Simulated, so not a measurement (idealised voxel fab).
Process module, titled voxel capacitor over wiring
FYI the section here is cut, 295 nm wide, cells are 5 nm squares.
We lay out every cross-section as a grid of square cells and spell it out in bands from the top down, where one band means one or more rows of cells.
Band: top and bottom heights (nm) first, top before bottom; then materials from left to right, widths in nm. "edge to edge" marks a sole material filling the band edge to edge. "blank" denotes empty space.
Height 0 is the level under which the wafer as received is all one material. The lowest band goes on downwards, as in "from 0 down".
You'd read "30 to 40" like this: the band's top row of cells is as wide as the first number, its bottom row is as wide as the second, and going down, every row changes width by the same amount as the row before did.
The designation "changes: none", where it is given for a processing step, indicates that no cell of the cross-section was altered in the course of that step.
Listed in "Fully sealed voids": every empty space of 8 or more cells without an open way to the top. Form: width x height at distance, the distance being from the left edge, all in nm.
after a step's settings: what the simulator itself notes on the step
Regarding "overlay nm": on a step with a mask, it is the distance the mask lay to the right of its planned place; a negative value places it to the left.
## Planned step list for the process
- 1: RECEIVE, material Si
- 2: CONFORMAL_DEP, material SiO2, thk nm 15
- 3: CONFORMAL_DEP, material SiCN, thk nm 5
- 4: DIRECTIONAL_DEP, material SiO2, thk nm 20
- 5: MASKED_ETCH, tone open, mask id METAL_1, width nm 20, pitch nm 85, etch materials SiO2, depth nm 20, overlay nm 0
- 6: MASKED_ETCH, tone open, mask id METAL_1, width nm 20, pitch nm 85, etch materials SiCN, depth nm 5, overlay nm 0
- 7: CONFORMAL_DEP, material TiN, thk nm 5
- 8: FILL_DEP, material Cu, thk nm 10
- 9: CMP, height nm 40
- 10: CONFORMAL_DEP, material SiCN, thk nm 5
- 11: DIRECTIONAL_DEP, material SiO2, thk nm 10
- 12: DIRECTIONAL_DEP, material aC, thk nm 15
- 13: PATTERN, tone open, mask id PLUG_1, material resist, width nm 15, thk nm 35, overlay nm 0
- 14: DIRECTIONAL_ETCH, etch materials aC, depth nm 15
- 15: STRIP, etch materials resist
- 16: DIRECTIONAL_ETCH, etch materials SiO2, depth nm 10
- 17: DIRECTIONAL_ETCH, etch materials SiCN, depth nm 5
- 18: STRIP, etch materials aC
- 19: EPI, material Ru, thk nm 10
- 20: EPI, material Ru, thk nm 5
- 21: DIRECTIONAL_DEP, material TiN, thk nm 10
- 22: DIRECTIONAL_DEP, material SiN, thk nm 5
- 23: DIRECTIONAL_DEP, material TiN, thk nm 5
- 24: DIRECTIONAL_DEP, material aC, thk nm 15
- 25: PATTERN, tone cover, mask id UPPER_PLATE, material resist, width nm 70, thk nm 30, overlay nm 0
- 26: DIRECTIONAL_ETCH, etch materials aC, depth nm 15
- 27: STRIP, etch materials resist
- 28: DIRECTIONAL_ETCH, etch materials TiN, depth nm 5
- 29: DIRECTIONAL_ETCH, etch materials SiN, depth nm 5
- 30: STRIP, etch materials aC
- 31: DIRECTIONAL_DEP, material aC, thk nm 15
- 32: PATTERN, tone cover, mask id LOWER_PLATE, material resist, width nm 80, thk nm 30, overlay nm 0
- 33: DIRECTIONAL_ETCH, etch materials aC, depth nm 15
- 34: STRIP, etch materials resist
- 35: DIRECTIONAL_ETCH, etch materials TiN, depth nm 10
- 36: STRIP, etch materials aC
- 37: FILL_DEP, material SiO2, thk nm 15
- 38: CMP, height nm 85
- 39: DIRECTIONAL_DEP, material aC, thk nm 10
- 40: PATTERN, tone open, mask id PLUG_2, material resist, width nm 15, thk nm 25, overlay nm 0
- 41: DIRECTIONAL_ETCH, etch materials aC, depth nm 10
- 42: STRIP, etch materials resist
- 43: DIRECTIONAL_ETCH, etch materials SiO2, depth nm 10
- 44: STRIP, etch materials aC
- 45: CONFORMAL_DEP, material TiN, thk nm 5
- 46: FILL_DEP, material Cu, thk nm 5
- 47: CMP, height nm 85
- 48: CONFORMAL_DEP, material SiN, thk nm 5
## Concerning the first of two wafers, which was run in accordance with the plan
## This is the cross-section of the wafer as we received it, i.e. after step 1
  from 0 down = Si edge to edge
  Fully sealed voids: none
## Cross-section through the wafer, step 2 finished
  from 15 to 0 = SiO2 edge to edge
  Under the height 0 nothing was changed.
## Cross-section through the wafer, step 3 finished
  from 20 to 15 = SiCN edge to edge
  Under the height 15 nothing was changed.
## Cross-section through the wafer, step 4 finished
  from 40 to 20 = SiO2 edge to edge
  Under the height 20 nothing was changed.
## Cross-section through the wafer, step 5 finished
  from 40 to 20 = SiO2: 95 / blank: 20 / SiO2: 65 / blank: 20 / SiO2: 95
  Under the height 20 nothing was changed.
## Cross-section through the wafer, step 6 finished
  from 40 to 20 = SiO2: 95 / blank: 20 / SiO2: 65 / blank: 20 / SiO2: 95
  from 20 to 15 = SiCN: 95 / blank: 20 / SiCN: 65 / blank: 20 / SiCN: 95
  Under the height 15 nothing was changed.
## Cross-section through the wafer, step 7 finished
  from 45 to 40 = TiN: 100 / blank: 10 / TiN: 75 / blank: 10 / TiN: 100
  from 40 to 20 = SiO2: 95 / TiN: 5 / blank: 10 / TiN: 5 / SiO2: 65 / TiN: 5 / blank: 10 / TiN: 5 / SiO2: 95
  from 20 to 15 = SiCN: 95 / TiN: 20 / SiCN: 65 / TiN: 20 / SiCN: 95
  Under the height 15 nothing was changed.
## Cross-section through the wafer, step 8 finished
  from 55 to 45 = Cu edge to edge
  from 45 to 40 = TiN: 100 / Cu: 10 / TiN: 75 / Cu: 10 / TiN: 100
  from 40 to 20 = SiO2: 95 / TiN: 5 / Cu: 10 / TiN: 5 / SiO2: 65 / TiN: 5 / Cu: 10 / TiN: 5 / SiO2: 95
  Under the height 20 nothing was changed.
## Cross-section through the wafer, step 9 finished
  from 40 to 20 = SiO2: 95 / TiN: 5 / Cu: 10 / TiN: 5 / SiO2: 65 / TiN: 5 / Cu: 10 / TiN: 5 / SiO2: 95
  Under the height 20 nothing was changed.
## Cross-section through the wafer, step 10 finished
  from 45 to 40 = SiCN edge to edge
  Under the height 40 nothing was changed.
## Cross-section through the wafer, step 11 finished
  from 55 to 45 = SiO2 edge to edge
  Under the height 45 nothing was changed.
## Cross-section through the wafer, step 12 finished
  from 70 to 55 = aC edge to edge
  Under the height 55 nothing was changed.
## Cross-section through the wafer, step 13 finished
  from 105 to 70 = resist: 100 / blank: 15 / resist: 180
  Under the height 70 nothing was changed.
## Cross-section through the wafer, step 14 finished
  from 90 to 70 = resist: 100 / blank: 15 / resist: 180
  from 70 to 55 = aC: 100 / blank: 15 / aC: 180
  Under the height 55 nothing was changed.
## Cross-section through the wafer, step 15 finished
  from 70 to 55 = aC: 100 / blank: 15 / aC: 180
  Under the height 55 nothing was changed.
## Cross-section through the wafer, step 16 finished
  from 70 to 55 = aC: 100 / blank: 15 / aC: 180
  from 55 to 45 = SiO2: 100 / blank: 15 / SiO2: 180
  Under the height 45 nothing was changed.
## Cross-section through the wafer, step 17 finished
  from 70 to 55 = aC: 100 / blank: 15 / aC: 180
  from 55 to 45 = SiO2: 100 / blank: 15 / SiO2: 180
  from 45 to 40 = SiCN: 100 / blank: 15 / SiCN: 180
  Under the height 40 nothing was changed.
## Cross-section through the wafer, step 18 finished
  from 55 to 45 = SiO2: 100 / blank: 15 / SiO2: 180
  Under the height 45 nothing was changed.
## Cross-section through the wafer, step 19 finished
  from 55 to 50 = SiO2: 100 / blank: 15 / SiO2: 180
  from 50 to 45 = SiO2: 100 / Ru: 15 / SiO2: 180
  from 45 to 40 = SiCN: 100 / Ru: 15 / SiCN: 180
  Under the height 40 nothing was changed.
## Cross-section through the wafer, step 20 finished
  from 55 to 45 = SiO2: 100 / Ru: 15 / SiO2: 180
  Under the height 45 nothing was changed.
## Cross-section through the wafer, step 21 finished
  from 65 to 55 = TiN edge to edge
  Under the height 55 nothing was changed.
## Cross-section through the wafer, step 22 finished
  from 70 to 65 = SiN edge to edge
  Under the height 65 nothing was changed.
## Cross-section through the wafer, step 23 finished
  from 75 to 70 = TiN edge to edge
  Under the height 70 nothing was changed.
## Cross-section through the wafer, step 24 finished
  from 90 to 75 = aC edge to edge
  Under the height 75 nothing was changed.
## Cross-section through the wafer, step 25 finished
  from 120 to 90 = blank: 100 / resist: 70 / blank: 125
  Under the height 90 nothing was changed.
## Cross-section through the wafer, step 26 finished
  from 105 to 90 = blank: 100 / resist: 70 / blank: 125
  from 90 to 75 = blank: 100 / aC: 70 / blank: 125
  Under the height 75 nothing was changed.
## Cross-section through the wafer, step 27 finished
  from 90 to 75 = blank: 100 / aC: 70 / blank: 125
  Under the height 75 nothing was changed.
## Cross-section through the wafer, step 28 finished
  from 90 to 75 = blank: 100 / aC: 70 / blank: 125
  from 75 to 70 = blank: 100 / TiN: 70 / blank: 125
  Under the height 70 nothing was changed.
## Cross-section through the wafer, step 29 finished
  from 90 to 75 = blank: 100 / aC: 70 / blank: 125
  from 75 to 70 = blank: 100 / TiN: 70 / blank: 125
  from 70 to 65 = blank: 100 / SiN: 70 / blank: 125
  Under the height 65 nothing was changed.
## Cross-section through the wafer, step 30 finished
  from 75 to 70 = blank: 100 / TiN: 70 / blank: 125
  Under the height 70 nothing was changed.
## Cross-section through the wafer, step 31 finished
  from 90 to 80 = blank: 100 / aC: 70 / blank: 125
  from 80 to 75 = aC edge to edge
  from 75 to 70 = aC: 100 / TiN: 70 / aC: 125
  from 70 to 65 = aC: 100 / SiN: 70 / aC: 125
  Under the height 65 nothing was changed.
## Cross-section through the wafer, step 32 finished
  from 120 to 90 = blank: 95 / resist: 80 / blank: 120
  from 90 to 80 = blank: 95 / resist: 5 / aC: 70 / resist: 5 / blank: 120
  Under the height 80 nothing was changed.
## Cross-section through the wafer, step 33 finished
  from 105 to 90 = blank: 95 / resist: 80 / blank: 120
  from 90 to 80 = blank: 95 / resist: 5 / aC: 70 / resist: 5 / blank: 120
  from 80 to 75 = blank: 95 / aC: 80 / blank: 120
  from 75 to 70 = blank: 95 / aC: 5 / TiN: 70 / aC: 5 / blank: 120
  from 70 to 65 = blank: 95 / aC: 5 / SiN: 70 / aC: 5 / blank: 120
  Under the height 65 nothing was changed.
## Cross-section through the wafer, step 34 finished
  from 90 to 80 = blank: 100 / aC: 70 / blank: 125
  Under the height 80 nothing was changed.
## Cross-section through the wafer, step 35 finished
  from 90 to 80 = blank: 100 / aC: 70 / blank: 125
  from 80 to 75 = blank: 95 / aC: 80 / blank: 120
  from 75 to 70 = blank: 95 / aC: 5 / TiN: 70 / aC: 5 / blank: 120
  from 70 to 65 = blank: 95 / aC: 5 / SiN: 70 / aC: 5 / blank: 120
  from 65 to 55 = blank: 95 / TiN: 80 / blank: 120
  Under the height 55 nothing was changed.
## Cross-section through the wafer, step 36 finished
  from 75 to 70 = blank: 100 / TiN: 70 / blank: 125
  from 70 to 65 = blank: 100 / SiN: 70 / blank: 125
  Under the height 65 nothing was changed.
## Cross-section through the wafer, step 37 finished
  from 90 to 75 = SiO2 edge to edge
  from 75 to 70 = SiO2: 100 / TiN: 70 / SiO2: 125
  from 70 to 65 = SiO2: 100 / SiN: 70 / SiO2: 125
  from 65 to 55 = SiO2: 95 / TiN: 80 / SiO2: 120
  Under the height 55 nothing was changed.
## Cross-section through the wafer, step 38 finished
  from 85 to 75 = SiO2 edge to edge
  Under the height 75 nothing was changed.
## Cross-section through the wafer, step 39 finished
  from 95 to 85 = aC edge to edge
  Under the height 85 nothing was changed.
## Cross-section through the wafer, step 40 finished
  from 120 to 95 = resist: 110 / blank: 15 / resist: 170
  Under the height 95 nothing was changed.
## Cross-section through the wafer, step 41 finished
  from 110 to 95 = resist: 110 / blank: 15 / resist: 170
  from 95 to 85 = aC: 110 / blank: 15 / aC: 170
  Under the height 85 nothing was changed.
## Cross-section through the wafer, step 42 finished
  from 95 to 85 = aC: 110 / blank: 15 / aC: 170
  Under the height 85 nothing was changed.
## Cross-section through the wafer, step 43 finished
  from 95 to 85 = aC: 110 / blank: 15 / aC: 170
  from 85 to 75 = SiO2: 110 / blank: 15 / SiO2: 170
  Under the height 75 nothing was changed.
## Cross-section through the wafer, step 44 finished
  from 85 to 75 = SiO2: 110 / blank: 15 / SiO2: 170
  Under the height 75 nothing was changed.
## Cross-section through the wafer, step 45 finished
  from 90 to 85 = TiN: 115 / blank: 5 / TiN: 175
  from 85 to 80 = SiO2: 110 / TiN: 5 / blank: 5 / TiN: 5 / SiO2: 170
  from 80 to 70 = SiO2: 110 to 100 / TiN: 15 to 70 / SiO2: 170 to 125
  Under the height 70 nothing was changed.
## Cross-section through the wafer, step 46 finished
  from 95 to 90 = Cu edge to edge
  from 90 to 85 = TiN: 115 / Cu: 5 / TiN: 175
  from 85 to 80 = SiO2: 110 / TiN: 5 / Cu: 5 / TiN: 5 / SiO2: 170
  Under the height 80 nothing was changed.
## Cross-section through the wafer, step 47 finished
  from 85 to 80 = SiO2: 110 / TiN: 5 / Cu: 5 / TiN: 5 / SiO2: 170
  Under the height 80 nothing was changed.
## Cross-section through the wafer, step 48 finished
  from 90 to 85 = SiN edge to edge
  Under the height 85 nothing was changed.
## Second wafer, same starting conditions and recipe as the first, one mistake in executing it, nothing differs from the first up to and including step 4
## Cross-sectional view of the second wafer at the intended end time of process step 5
  from 40 to 20 = SiO2: 95 / blank: 25 / SiO2: 60 / blank: 25 / SiO2: 90
  Under the height 20 nothing was changed.
## Cross-sectional view of the second wafer at the intended end time of process step 6
  from 40 to 20 = SiO2: 95 / blank: 25 / SiO2: 60 / blank: 25 / SiO2: 90
  from 20 to 15 = SiCN: 95 / blank: 20 / SiCN: 65 / blank: 20 / SiCN: 95
  Under the height 15 nothing was changed.
## Cross-sectional view of the second wafer at the intended end time of process step 7
  from 45 to 40 = TiN: 100 / blank: 15 / TiN: 70 / blank: 15 / TiN: 95
  from 40 to 25 = SiO2: 95 / TiN: 5 / blank: 15 / TiN: 5 / SiO2: 60 / TiN: 5 / blank: 15 / TiN: 5 / SiO2: 90
  from 25 to 20 = SiO2: 95 / TiN: 5 / blank: 10 / TiN: 10 / SiO2: 60 / TiN: 5 / blank: 10 / TiN: 10 / SiO2: 90
  from 20 to 15 = SiCN: 95 / TiN: 20 / SiCN: 65 / TiN: 20 / SiCN: 95
  Under the height 15 nothing was changed.
## Cross-sectional view of the second wafer at the intended end time of process step 8
  from 55 to 45 = Cu edge to edge
  from 45 to 40 = TiN: 100 / Cu: 15 / TiN: 70 / Cu: 15 / TiN: 95
  from 40 to 25 = SiO2: 95 / TiN: 5 / Cu: 15 / TiN: 5 / SiO2: 60 / TiN: 5 / Cu: 15 / TiN: 5 / SiO2: 90
  from 25 to 20 = SiO2: 95 / TiN: 5 / Cu: 10 / TiN: 10 / SiO2: 60 / TiN: 5 / Cu: 10 / TiN: 10 / SiO2: 90
  Under the height 20 nothing was changed.
## Cross-sectional view of the second wafer at the intended end time of process step 9
  from 40 to 25 = SiO2: 95 / TiN: 5 / Cu: 15 / TiN: 5 / SiO2: 60 / TiN: 5 / Cu: 15 / TiN: 5 / SiO2: 90
  Under the height 25 nothing was changed.
## Cross-sectional view of the second wafer at the intended end time of process step 10
  from 45 to 40 = SiCN edge to edge
  Under the height 40 nothing was changed.
## Cross-sectional view of the second wafer at the intended end time of process step 11
  from 55 to 45 = SiO2 edge to edge
  Under the height 45 nothing was changed.
## Cross-sectional view of the second wafer at the intended end time of process step 12
  from 70 to 55 = aC edge to edge
  Under the height 55 nothing was changed.
## Cross-sectional view of the second wafer at the intended end time of process step 13
  from 105 to 70 = resist: 100 / blank: 15 / resist: 180
  Under the height 70 nothing was changed.
## Cross-sectional view of the second wafer at the intended end time of process step 14
  from 90 to 70 = resist: 100 / blank: 15 / resist: 180
  from 70 to 55 = aC: 100 / blank: 15 / aC: 180
  Under the height 55 nothing was changed.
## Cross-sectional view of the second wafer at the intended end time of process step 15
  from 70 to 55 = aC: 100 / blank: 15 / aC: 180
  Under the height 55 nothing was changed.
## Cross-sectional view of the second wafer at the intended end time of process step 16
  from 70 to 55 = aC: 100 / blank: 15 / aC: 180
  from 55 to 45 = SiO2: 100 / blank: 15 / SiO2: 180
  Under the height 45 nothing was changed.
## Cross-sectional view of the second wafer at the intended end time of process step 17
  from 70 to 55 = aC: 100 / blank: 15 / aC: 180
  from 55 to 45 = SiO2: 100 / blank: 15 / SiO2: 180
  from 45 to 40 = SiCN: 100 / blank: 15 / SiCN: 180
  Under the height 40 nothing was changed.
## Cross-sectional view of the second wafer at the intended end time of process step 18
  from 55 to 45 = SiO2: 100 / blank: 15 / SiO2: 180
  Under the height 45 nothing was changed.
## Cross-sectional view of the second wafer at the intended end time of process step 19
  from 55 to 50 = SiO2: 100 / blank: 15 / SiO2: 180
  from 50 to 45 = SiO2: 100 / Ru: 15 / SiO2: 180
  from 45 to 40 = SiCN: 100 / Ru: 15 / SiCN: 180
  Under the height 40 nothing was changed.
## Cross-sectional view of the second wafer at the intended end time of process step 20
  from 55 to 45 = SiO2: 100 / Ru: 15 / SiO2: 180
  Under the height 45 nothing was changed.
## Cross-sectional view of the second wafer at the intended end time of process step 21
  from 65 to 55 = TiN edge to edge
  Under the height 55 nothing was changed.
## Cross-sectional view of the second wafer at the intended end time of process step 22
  from 70 to 65 = SiN edge to edge
  Under the height 65 nothing was changed.
## Cross-sectional view of the second wafer at the intended end time of process step 23
  from 75 to 70 = TiN edge to edge
  Under the height 70 nothing was changed.
## Cross-sectional view of the second wafer at the intended end time of process step 24
  from 90 to 75 = aC edge to edge
  Under the height 75 nothing was changed.
## Cross-sectional view of the second wafer at the intended end time of process step 25
  from 120 to 90 = blank: 100 / resist: 70 / blank: 125
  Under the height 90 nothing was changed.
## Cross-sectional view of the second wafer at the intended end time of process step 26
  from 105 to 90 = blank: 100 / resist: 70 / blank: 125
  from 90 to 75 = blank: 100 / aC: 70 / blank: 125
  Under the height 75 nothing was changed.
## Cross-sectional view of the second wafer at the intended end time of process step 27
  from 90 to 75 = blank: 100 / aC: 70 / blank: 125
  Under the height 75 nothing was changed.
## Cross-sectional view of the second wafer at the intended end time of process step 28
  from 90 to 75 = blank: 100 / aC: 70 / blank: 125
  from 75 to 70 = blank: 100 / TiN: 70 / blank: 125
  Under the height 70 nothing was changed.
## Cross-sectional view of the second wafer at the intended end time of process step 29
  from 90 to 75 = blank: 100 / aC: 70 / blank: 125
  from 75 to 70 = blank: 100 / TiN: 70 / blank: 125
  from 70 to 65 = blank: 100 / SiN: 70 / blank: 125
  Under the height 65 nothing was changed.
## Cross-sectional view of the second wafer at the intended end time of process step 30
  from 75 to 70 = blank: 100 / TiN: 70 / blank: 125
  Under the height 70 nothing was changed.
## Cross-sectional view of the second wafer at the intended end time of process step 31
  from 90 to 80 = blank: 100 / aC: 70 / blank: 125
  from 80 to 75 = aC edge to edge
  from 75 to 70 = aC: 100 / TiN: 70 / aC: 125
  from 70 to 65 = aC: 100 / SiN: 70 / aC: 125
  Under the height 65 nothing was changed.
## Cross-sectional view of the second wafer at the intended end time of process step 32
  from 120 to 90 = blank: 95 / resist: 80 / blank: 120
  from 90 to 80 = blank: 95 / resist: 5 / aC: 70 / resist: 5 / blank: 120
  Under the height 80 nothing was changed.
## Cross-sectional view of the second wafer at the intended end time of process step 33
  from 105 to 90 = blank: 95 / resist: 80 / blank: 120
  from 90 to 80 = blank: 95 / resist: 5 / aC: 70 / resist: 5 / blank: 120
  from 80 to 75 = blank: 95 / aC: 80 / blank: 120
  from 75 to 70 = blank: 95 / aC: 5 / TiN: 70 / aC: 5 / blank: 120
  from 70 to 65 = blank: 95 / aC: 5 / SiN: 70 / aC: 5 / blank: 120
  Under the height 65 nothing was changed.
## Cross-sectional view of the second wafer at the intended end time of process step 34
  from 90 to 80 = blank: 100 / aC: 70 / blank: 125
  Under the height 80 nothing was changed.
## Cross-sectional view of the second wafer at the intended end time of process step 35
  from 90 to 80 = blank: 100 / aC: 70 / blank: 125
  from 80 to 75 = blank: 95 / aC: 80 / blank: 120
  from 75 to 70 = blank: 95 / aC: 5 / TiN: 70 / aC: 5 / blank: 120
  from 70 to 65 = blank: 95 / aC: 5 / SiN: 70 / aC: 5 / blank: 120
  from 65 to 55 = blank: 95 / TiN: 80 / blank: 120
  Under the height 55 nothing was changed.
## Cross-sectional view of the second wafer at the intended end time of process step 36
  from 75 to 70 = blank: 100 / TiN: 70 / blank: 125
  from 70 to 65 = blank: 100 / SiN: 70 / blank: 125
  Under the height 65 nothing was changed.
## Cross-sectional view of the second wafer at the intended end time of process step 37
  from 90 to 75 = SiO2 edge to edge
  from 75 to 70 = SiO2: 100 / TiN: 70 / SiO2: 125
  from 70 to 65 = SiO2: 100 / SiN: 70 / SiO2: 125
  from 65 to 55 = SiO2: 95 / TiN: 80 / SiO2: 120
  Under the height 55 nothing was changed.
## Cross-sectional view of the second wafer at the intended end time of process step 38
  from 85 to 75 = SiO2 edge to edge
  Under the height 75 nothing was changed.
## Cross-sectional view of the second wafer at the intended end time of process step 39
  from 95 to 85 = aC edge to edge
  Under the height 85 nothing was changed.
## Cross-sectional view of the second wafer at the intended end time of process step 40
  from 120 to 95 = resist: 110 / blank: 15 / resist: 170
  Under the height 95 nothing was changed.
## Cross-sectional view of the second wafer at the intended end time of process step 41
  from 110 to 95 = resist: 110 / blank: 15 / resist: 170
  from 95 to 85 = aC: 110 / blank: 15 / aC: 170
  Under the height 85 nothing was changed.
## Cross-sectional view of the second wafer at the intended end time of process step 42
  from 95 to 85 = aC: 110 / blank: 15 / aC: 170
  Under the height 85 nothing was changed.
## Cross-sectional view of the second wafer at the intended end time of process step 43
  from 95 to 85 = aC: 110 / blank: 15 / aC: 170
  from 85 to 75 = SiO2: 110 / blank: 15 / SiO2: 170
  Under the height 75 nothing was changed.
## Cross-sectional view of the second wafer at the intended end time of process step 44
  from 85 to 75 = SiO2: 110 / blank: 15 / SiO2: 170
  Under the height 75 nothing was changed.
## Cross-sectional view of the second wafer at the intended end time of process step 45
  from 90 to 85 = TiN: 115 / blank: 5 / TiN: 175
  from 85 to 80 = SiO2: 110 / TiN: 5 / blank: 5 / TiN: 5 / SiO2: 170
  from 80 to 70 = SiO2: 110 to 100 / TiN: 15 to 70 / SiO2: 170 to 125
  Under the height 70 nothing was changed.
## Cross-sectional view of the second wafer at the intended end time of process step 46
  from 95 to 90 = Cu edge to edge
  from 90 to 85 = TiN: 115 / Cu: 5 / TiN: 175
  from 85 to 80 = SiO2: 110 / TiN: 5 / Cu: 5 / TiN: 5 / SiO2: 170
  Under the height 80 nothing was changed.
## Cross-sectional view of the second wafer at the intended end time of process step 47
  from 85 to 80 = SiO2: 110 / TiN: 5 / Cu: 5 / TiN: 5 / SiO2: 170
  Under the height 80 nothing was changed.
## Cross-sectional view of the second wafer at the intended end time of process step 48
  from 90 to 85 = SiN edge to edge
  Under the height 85 nothing was changed.
what went wrong: for step 5, the planned setting was not used; the step was instead run as MASKED_ETCH, tone open, mask id METAL_1, width nm 25, pitch nm 85, etch materials SiO2, depth nm 20, overlay nm 0
Count the cells at the end and the second wafer has more or fewer of some materials than the first: Cu: 6 more; SiO2: 8 fewer; TiN: 2 more
